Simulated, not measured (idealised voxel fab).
Proc. module: voxel released beams
The cross-section shown here is cut; it is 200 nm wide and divided into square cells measuring 5 nm on a side.
Each cross-section below is a grid of square cells, stated as bands in top-down order, with one or more rows of cells making up each band. This entry defines a band. It first specifies the height of the band's top and the height of its bottom in nm, and then specifies the band's materials from left to right, stating each material with its width in nm. The word "everywhere" identifies a single material that fills the band from edge to edge, while the word "air" identifies empty space. Convention: height 0 is the level below which the wafer, as received, is all one material. The lowest band does not terminate at the bottom but continues downward, represented as "0 down". Per-row width for "30 to 40": begins at first number (top row of band), ends at second number (bottom row), increment between rows held constant. Key: "remained unchanged" - step with no changed cell in the cross-section. For the entry "Enclosed voids", the listed items are empty spaces with no open way to the top whose size is 8 cells or more; each item follows the pattern width x height at distance, where distance is from the left edge and all three are in nm. Note: text after step settings on the step line = simulator remark on that step. The setting "overlay nm" may be written on the line of a step. When the step uses a mask, the value reports how far to the right of the planned place the mask lay, and a negative value reports that it lay to the left.
Process steps foreseen in the plan
1,RECEIVE (material Si)
2,CONFORMAL_DEP (material Al2O3; thk nm 5)
3,DIRECTIONAL_DEP (material SiO2; thk nm 15)
4,DIRECTIONAL_DEP (material aC; thk nm 10)
5,PATTERN (tone open; mask id ANCHOR; material resist; width nm 25; thk nm 30; overlay nm 0)
6,DIRECTIONAL_ETCH (etch materials aC; depth nm 10)
7,STRIP (etch materials resist)
8,DIRECTIONAL_ETCH (etch materials SiO2; depth nm 15)
9,STRIP (etch materials aC)
10,CONFORMAL_DEP (material W; thk nm 10)
11,PATTERN (tone cover; mask id BEAM; material resist; width nm 60; thk nm 15; overlay nm 0)
12,DIRECTIONAL_ETCH (etch materials W; depth nm 10)
13,STRIP (etch materials resist)
14,STRIP (etch materials SiO2)
Wafer-to-wafer difference: width nm, step 11. Common start. Plan = first wafer's value.
First of several wafers, received after step 1, in cross-section
* 0 down = Si everywhere
* Enclosed voids: none
End of module: cross-section of the first of several wafers after step 14, the last step
* 30 to 20 = air: 65 / W: 10 / air: 5 / W: 45 / air: 75
* 20 to 15 = air: 65 / W: 10 / air: 5 / W: 10 / air: 110
* 15 to 5 = air: 65 / W: 25 / air: 110
* 5 to 0 = Al2O3 everywhere
* 0 down = Si everywhere
* Enclosed voids: none
Module end, final wafer: cross-section
* 30 to 20 = air: 55 / W: 20 / air: 5 / W: 60 / air: 60
* 20 to 15 = air: 65 / W: 10 / air: 5 / W: 10 / air: 110
* 15 to 5 = air: 65 / W: 25 / air: 110
* 5 to 0 = Al2O3 everywhere
* 0 down = Si everywhere
* Enclosed voids: none
Below: a row per wafer. Contents at end of module: for every material, cells gained since receipt (+) or lost since receipt (-); then closed voids
width nm 60; +40 Al2O3; +36 W; Enclosed voids: none
width nm 65; +40 Al2O3; +38 W; Enclosed voids: none
width nm 70; +40 Al2O3; +40 W; Enclosed voids: none
width nm 75; +40 Al2O3; +42 W; Enclosed voids: none
width nm 80; +40 Al2O3; +44 W; Enclosed voids: none
width nm 85; +40 Al2O3; +46 W; Enclosed voids: none
